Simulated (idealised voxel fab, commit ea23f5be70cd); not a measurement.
process module | voxel ribs on slabs
cross-section cut | 285 nm wide | cells 5 nm
A cross-section is a grid of square cells, given in bands from the top down. A band is one or more rows of cells.
Each band's line starts with the height of the band's top and of its bottom, in nm. Then come its materials from left to right, each with its width in nm. One material with "throughout" fills the band from edge to edge. "air" is empty space.
Height 0 is the level under which the wafer as received is all one material. The lowest band goes on downwards, as in "0 down".
A width such as "30 to 40" changes by the same amount from each row of cells to the next, from the band's top row to its bottom row.
"no change" after a step means that no cell of the cross-section changed.
closed voids: empty space of 8 cells or more with no open way to the top, each as width x height at its distance from the left edge, in nm
after a step's settings: what the simulator itself notes on the step
overlay nm, on a step with a mask: how far to the right of its planned place the mask lay; to the left if negative
plan
1 op RECEIVE | material Si
2 op DIRECTIONAL_DEP | material SiO2 | thk nm 20
3 op DIRECTIONAL_DEP | material polySi | thk nm 15
4 op MASKED_ETCH | tone cover | mask id RIB | width nm 20 | etch materials polySi | depth nm 5 | overlay nm 0
5 op DIRECTIONAL_DEP | material aC | thk nm 10
6 op PATTERN | tone cover | mask id SLAB | material resist | width nm 50 | thk nm 25 | overlay nm 0
7 op DIRECTIONAL_ETCH | etch materials aC | depth nm 10
8 op STRIP | etch materials resist
9 op DIRECTIONAL_ETCH | etch materials polySi | depth nm 10
10 op STRIP | etch materials aC
11 op FILL_DEP | material SiO2 | thk nm 20
12 op CMP | height nm 45
13 op DIRECTIONAL_DEP | material TiN | thk nm 5
14 op PATTERN | tone cover | mask id HEATER | material resist | width nm 30 | thk nm 20 | overlay nm 0
15 op DIRECTIONAL_ETCH | etch materials TiN | depth nm 5
16 op STRIP | etch materials resist
17 op CONFORMAL_DEP | material SiO2 | thk nm 10
as received, after step 1
  0 down: Si throughout
  closed voids: none
first wafer at the end, as planned
  60 to 55: air 115 | SiO2 50 | air 120
  55 to 50: SiO2 throughout
  50 to 45: SiO2 125 | TiN 30 | SiO2 130
  45 to 35: SiO2 throughout
  35 to 30: SiO2 130 | polySi 20 | SiO2 135
  30 to 20: SiO2 115 | polySi 50 | SiO2 120
  20 to 0: SiO2 throughout
  0 down: Si throughout
  closed voids: none
second wafer at the end: like start, like plan, one mistake
  60 to 55: air 115 | SiO2 55 | air 115
  55 to 50: SiO2 throughout
  50 to 45: SiO2 125 | TiN 35 | SiO2 125
  45 to 35: SiO2 throughout
  35 to 30: SiO2 130 | polySi 20 | SiO2 135
  30 to 20: SiO2 115 | polySi 50 | SiO2 120
  20 to 0: SiO2 throughout
  0 down: Si throughout
  closed voids: none
what went wrong: step 14 ran as: op PATTERN | tone cover | mask id HEATER | material resist | width nm 35 | thk nm 20 | overlay nm 0
at the end the second wafer has, in cells: 1 more of TiN
